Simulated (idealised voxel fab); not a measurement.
The following process module bears the name voxel wiring stack.
150 nm wide, 5 nm square cells: that's cross-section cut.
In this document a cross-section is written as a grid of square cells. It is given as a series of bands, listed from the top down, and a band is one or more rows of cells.
What a band's entry tells you: where the top is and where the bottom is, as heights in nm, and after that what lies inside, material by material from left to right, each with its width in nm. Empty space is written as the word "empty", and a single material marked with the word "edge to edge" occupies the band from edge to edge.
Heights from 0 (as-received wafer is one material below). Bottom band endless downward, as "0 down".
Read "30..40" as a graded width: first number on top, second number at the bottom, same change between each pair of neighbouring rows.
"remained unchanged" for a step: no cell of the cross-section changed in that step.
Basically, "Completely sealed voids" tells you about the enclosed voids: empty spaces with no open way to the top, 8 cells or bigger, each written width x height at distance, where distance is from the left edge, all in nm.
Past the settings on a step's line: simulator remark, on that step.
"overlay nm" denotes, for a step that has a mask, the displacement of the mask to the right of its planned place, with negative values corresponding to the left.

### Steps planned for the process
1) RECEIVE,material Si
2) CONFORMAL_DEP,material SiO2,thk nm 10
3) DIRECTIONAL_DEP,material TiN,thk nm 5
4) DIRECTIONAL_DEP,material W,thk nm 20
5) MASKED_ETCH,tone cover,mask id METAL_1,width nm 20,pitch nm 35,etch materials W,depth nm 20,overlay nm 0
6) MASKED_ETCH,tone cover,mask id METAL_1,width nm 20,pitch nm 35,etch materials TiN,depth nm 5,overlay nm 0
7) FILL_DEP,material lowk,thk nm 10
8) CMP,height nm 35
9) CONFORMAL_DEP,material SiCN,thk nm 5
10) DIRECTIONAL_DEP,material SiO2,thk nm 20
11) MASKED_ETCH,tone open,mask id PLUG_1,width nm 15,etch materials SiO2,depth nm 20,overlay nm 0
12) MASKED_ETCH,tone open,mask id PLUG_1,width nm 15,etch materials SiCN,depth nm 5,overlay nm 0
13) CONFORMAL_DEP,material TiN,thk nm 5
14) FILL_DEP,material Ru,thk nm 5
15) CMP,height nm 60
16) CONFORMAL_DEP,material SiCN,thk nm 5
17) DIRECTIONAL_DEP,material lowk,thk nm 25
18) DIRECTIONAL_DEP,material aC,thk nm 10
19) PATTERN,tone open,mask id METAL_2,material resist,width nm 20,pitch nm 35,thk nm 25,overlay nm 0
20) DIRECTIONAL_ETCH,etch materials aC,depth nm 10
21) STRIP,etch materials resist
22) DIRECTIONAL_ETCH,etch materials lowk,depth nm 25
23) DIRECTIONAL_ETCH,etch materials SiCN,depth nm 5
24) STRIP,etch materials aC
25) CONFORMAL_DEP,material TiN,thk nm 5
26) FILL_DEP,material Ru,thk nm 5
27) CMP,height nm 90
28) EPI,material Ru,thk nm 5
29) FILL_DEP,material SiCN,thk nm 5

### Concerning the first of two wafers, which was run in accordance with the plan

### Cross-section of the incoming wafer, state after step 1
* 0 down  Si edge to edge
* Completely sealed voids: none

### Upon completion of step 2, the wafer appears in cross-section as shown
* 10 to 0  SiO2 edge to edge
* No changes below 0.

### Upon completion of step 3, the wafer appears in cross-section as shown
* 15 to 10  TiN edge to edge
* No changes below 10.

### Upon completion of step 4, the wafer appears in cross-section as shown
* 35 to 15  W edge to edge
* No changes below 15.

### Upon completion of step 5, the wafer appears in cross-section as shown
* 35 to 15  45 nm empty, 20 nm W, 15 nm empty, 20 nm W, 50 nm empty
* No changes below 15.

### Upon completion of step 6, the wafer appears in cross-section as shown
* 35 to 15  45 nm empty, 20 nm W, 15 nm empty, 20 nm W, 50 nm empty
* 15 to 10  45 nm empty, 20 nm TiN, 15 nm empty, 20 nm TiN, 50 nm empty
* No changes below 10.

### Upon completion of step 7, the wafer appears in cross-section as shown
* 45 to 35  lowk edge to edge
* 35 to 15  45 nm lowk, 20 nm W, 15 nm lowk, 20 nm W, 50 nm lowk
* 15 to 10  45 nm lowk, 20 nm TiN, 15 nm lowk, 20 nm TiN, 50 nm lowk
* No changes below 10.

### Upon completion of step 8, the wafer appears in cross-section as shown
* 35 to 15  45 nm lowk, 20 nm W, 15 nm lowk, 20 nm W, 50 nm lowk
* No changes below 15.

### Upon completion of step 9, the wafer appears in cross-section as shown
* 40 to 35  SiCN edge to edge
* No changes below 35.

### Upon completion of step 10, the wafer appears in cross-section as shown
* 60 to 40  SiO2 edge to edge
* No changes below 40.

### Upon completion of step 11, the wafer appears in cross-section as shown
* 60 to 40  45 nm SiO2, 15 nm empty, 90 nm SiO2
* No changes below 40.

### Upon completion of step 12, the wafer appears in cross-section as shown
* 60 to 40  45 nm SiO2, 15 nm empty, 90 nm SiO2
* 40 to 35  45 nm SiCN, 15 nm empty, 90 nm SiCN
* No changes below 35.

### Upon completion of step 13, the wafer appears in cross-section as shown
* 65 to 60  50 nm TiN, 5 nm empty, 95 nm TiN
* 60 to 40  45 nm SiO2, 5 nm TiN, 5 nm empty, 5 nm TiN, 90 nm SiO2
* 40 to 35  45 nm SiCN, 15 nm TiN, 90 nm SiCN
* No changes below 35.

### Upon completion of step 14, the wafer appears in cross-section as shown
* 70 to 65  Ru edge to edge
* 65 to 60  50 nm TiN, 5 nm Ru, 95 nm TiN
* 60 to 40  45 nm SiO2, 5 nm TiN, 5 nm Ru, 5 nm TiN, 90 nm SiO2
* No changes below 40.

### Upon completion of step 15, the wafer appears in cross-section as shown
* 60 to 40  45 nm SiO2, 5 nm TiN, 5 nm Ru, 5 nm TiN, 90 nm SiO2
* No changes below 40.

### Upon completion of step 16, the wafer appears in cross-section as shown
* 65 to 60  SiCN edge to edge
* No changes below 60.

### Upon completion of step 17, the wafer appears in cross-section as shown
* 90 to 65  lowk edge to edge
* No changes below 65.

### Upon completion of step 18, the wafer appears in cross-section as shown
* 100 to 90  aC edge to edge
* No changes below 90.

### Upon completion of step 19, the wafer appears in cross-section as shown
* 125 to 100  45 nm resist, 20 nm empty, 15 nm resist, 20 nm empty, 50 nm resist
* No changes below 100.

### Upon completion of step 20, the wafer appears in cross-section as shown
* 115 to 100  45 nm resist, 20 nm empty, 15 nm resist, 20 nm empty, 50 nm resist
* 100 to 90  45 nm aC, 20 nm empty, 15 nm aC, 20 nm empty, 50 nm aC
* No changes below 90.

### Upon completion of step 21, the wafer appears in cross-section as shown
* 100 to 90  45 nm aC, 20 nm empty, 15 nm aC, 20 nm empty, 50 nm aC
* No changes below 90.

### Upon completion of step 22, the wafer appears in cross-section as shown
* 100 to 90  45 nm aC, 20 nm empty, 15 nm aC, 20 nm empty, 50 nm aC
* 90 to 65  45 nm lowk, 20 nm empty, 15 nm lowk, 20 nm empty, 50 nm lowk
* No changes below 65.

### Upon completion of step 23, the wafer appears in cross-section as shown
* 100 to 90  45 nm aC, 20 nm empty, 15 nm aC, 20 nm empty, 50 nm aC
* 90 to 65  45 nm lowk, 20 nm empty, 15 nm lowk, 20 nm empty, 50 nm lowk
* 65 to 60  45 nm SiCN, 20 nm empty, 15 nm SiCN, 20 nm empty, 50 nm SiCN
* No changes below 60.

### Upon completion of step 24, the wafer appears in cross-section as shown
* 90 to 65  45 nm lowk, 20 nm empty, 15 nm lowk, 20 nm empty, 50 nm lowk
* No changes below 65.

### Upon completion of step 25, the wafer appears in cross-section as shown
* 95 to 90  50 nm TiN, 10 nm empty, 25 nm TiN, 10 nm empty, 55 nm TiN
* 90 to 65  45 nm lowk, 5 nm TiN, 10 nm empty, 5 nm TiN, 15 nm lowk, 5 nm TiN, 10 nm empty, 5 nm TiN, 50 nm lowk
* 65 to 60  45 nm SiCN, 20 nm TiN, 15 nm SiCN, 20 nm TiN, 50 nm SiCN
* No changes below 60.

### Upon completion of step 26, the wafer appears in cross-section as shown
* 100 to 95  Ru edge to edge
* 95 to 90  50 nm TiN, 10 nm Ru, 25 nm TiN, 10 nm Ru, 55 nm TiN
* 90 to 65  45 nm lowk, 5 nm TiN, 10 nm Ru, 5 nm TiN, 15 nm lowk, 5 nm TiN, 10 nm Ru, 5 nm TiN, 50 nm lowk
* No changes below 65.

### Upon completion of step 27, the wafer appears in cross-section as shown
* 90 to 65  45 nm lowk, 5 nm TiN, 10 nm Ru, 5 nm TiN, 15 nm lowk, 5 nm TiN, 10 nm Ru, 5 nm TiN, 50 nm lowk
* No changes below 65.

### Upon completion of step 28, the wafer appears in cross-section as shown
* 95 to 90  40 nm empty, 30 nm Ru, 5 nm empty, 30 nm Ru, 45 nm empty
* No changes below 90.

### Upon completion of step 29, the wafer appears in cross-section as shown
* 100 to 95  SiCN edge to edge
* 95 to 90  40 nm SiCN, 30 nm Ru, 5 nm SiCN, 30 nm Ru, 45 nm SiCN
* No changes below 90.

### Regarding the second of the two wafers: it shared the first wafer's starting condition and process plan, yet one error occurred during its execution. Its history coincides with that of the first wafer up to and including step 10

### Second wafer, sectioned view, at step 11's planned end time
* 60 to 40  45 nm SiO2, 20 nm empty, 85 nm SiO2
* No changes below 40.

### Second wafer, sectioned view, at step 12's planned end time
* 60 to 40  45 nm SiO2, 20 nm empty, 85 nm SiO2
* 40 to 35  45 nm SiCN, 15 nm empty, 90 nm SiCN
* No changes below 35.

### Second wafer, sectioned view, at step 13's planned end time
* 65 to 60  50 nm TiN, 10 nm empty, 90 nm TiN
* 60 to 45  45 nm SiO2, 5 nm TiN, 10 nm empty, 5 nm TiN, 85 nm SiO2
* 45 to 40  45 nm SiO2, 5 nm TiN, 5 nm empty, 10 nm TiN, 85 nm SiO2
* 40 to 35  45 nm SiCN, 15 nm TiN, 90 nm SiCN
* No changes below 35.

### Second wafer, sectioned view, at step 14's planned end time
* 70 to 65  Ru edge to edge
* 65 to 60  50 nm TiN, 10 nm Ru, 90 nm TiN
* 60 to 45  45 nm SiO2, 5 nm TiN, 10 nm Ru, 5 nm TiN, 85 nm SiO2
* 45 to 40  45 nm SiO2, 5 nm TiN, 5 nm Ru, 10 nm TiN, 85 nm SiO2
* No changes below 40.

### Second wafer, sectioned view, at step 15's planned end time
* 60 to 45  45 nm SiO2, 5 nm TiN, 10 nm Ru, 5 nm TiN, 85 nm SiO2
* No changes below 45.

### Second wafer, sectioned view, at step 16's planned end time
* 65 to 60  SiCN edge to edge
* No changes below 60.

### Second wafer, sectioned view, at step 17's planned end time
* 90 to 65  lowk edge to edge
* No changes below 65.

### Second wafer, sectioned view, at step 18's planned end time
* 100 to 90  aC edge to edge
* No changes below 90.

### Second wafer, sectioned view, at step 19's planned end time
* 125 to 100  45 nm resist, 20 nm empty, 15 nm resist, 20 nm empty, 50 nm resist
* No changes below 100.

### Second wafer, sectioned view, at step 20's planned end time
* 115 to 100  45 nm resist, 20 nm empty, 15 nm resist, 20 nm empty, 50 nm resist
* 100 to 90  45 nm aC, 20 nm empty, 15 nm aC, 20 nm empty, 50 nm aC
* No changes below 90.

### Second wafer, sectioned view, at step 21's planned end time
* 100 to 90  45 nm aC, 20 nm empty, 15 nm aC, 20 nm empty, 50 nm aC
* No changes below 90.

### Second wafer, sectioned view, at step 22's planned end time
* 100 to 90  45 nm aC, 20 nm empty, 15 nm aC, 20 nm empty, 50 nm aC
* 90 to 65  45 nm lowk, 20 nm empty, 15 nm lowk, 20 nm empty, 50 nm lowk
* No changes below 65.

### Second wafer, sectioned view, at step 23's planned end time
* 100 to 90  45 nm aC, 20 nm empty, 15 nm aC, 20 nm empty, 50 nm aC
* 90 to 65  45 nm lowk, 20 nm empty, 15 nm lowk, 20 nm empty, 50 nm lowk
* 65 to 60  45 nm SiCN, 20 nm empty, 15 nm SiCN, 20 nm empty, 50 nm SiCN
* No changes below 60.

### Second wafer, sectioned view, at step 24's planned end time
* 90 to 65  45 nm lowk, 20 nm empty, 15 nm lowk, 20 nm empty, 50 nm lowk
* No changes below 65.

### Second wafer, sectioned view, at step 25's planned end time
* 95 to 90  50 nm TiN, 10 nm empty, 25 nm TiN, 10 nm empty, 55 nm TiN
* 90 to 65  45 nm lowk, 5 nm TiN, 10 nm empty, 5 nm TiN, 15 nm lowk, 5 nm TiN, 10 nm empty, 5 nm TiN, 50 nm lowk
* 65 to 60  45 nm SiCN, 20 nm TiN, 15 nm SiCN, 20 nm TiN, 50 nm SiCN
* No changes below 60.

### Second wafer, sectioned view, at step 26's planned end time
* 100 to 95  Ru edge to edge
* 95 to 90  50 nm TiN, 10 nm Ru, 25 nm TiN, 10 nm Ru, 55 nm TiN
* 90 to 65  45 nm lowk, 5 nm TiN, 10 nm Ru, 5 nm TiN, 15 nm lowk, 5 nm TiN, 10 nm Ru, 5 nm TiN, 50 nm lowk
* No changes below 65.

### Second wafer, sectioned view, at step 27's planned end time
* 90 to 65  45 nm lowk, 5 nm TiN, 10 nm Ru, 5 nm TiN, 15 nm lowk, 5 nm TiN, 10 nm Ru, 5 nm TiN, 50 nm lowk
* No changes below 65.

### Second wafer, sectioned view, at step 28's planned end time
* 95 to 90  40 nm empty, 30 nm Ru, 5 nm empty, 30 nm Ru, 45 nm empty
* No changes below 90.

### Second wafer, sectioned view, at step 29's planned end time
* 100 to 95  SiCN edge to edge
* 95 to 90  40 nm SiCN, 30 nm Ru, 5 nm SiCN, 30 nm Ru, 45 nm SiCN
* No changes below 90.
So what did we get wrong on this run? for step 11, the planned setting was not used; the step was instead run as MASKED_ETCH,tone open,mask id PLUG_1,width nm 20,etch materials SiO2,depth nm 20,overlay nm 0
at the end the second wafer has, in cells: Ru: 3 more | SiO2: 4 fewer | TiN: 1 more
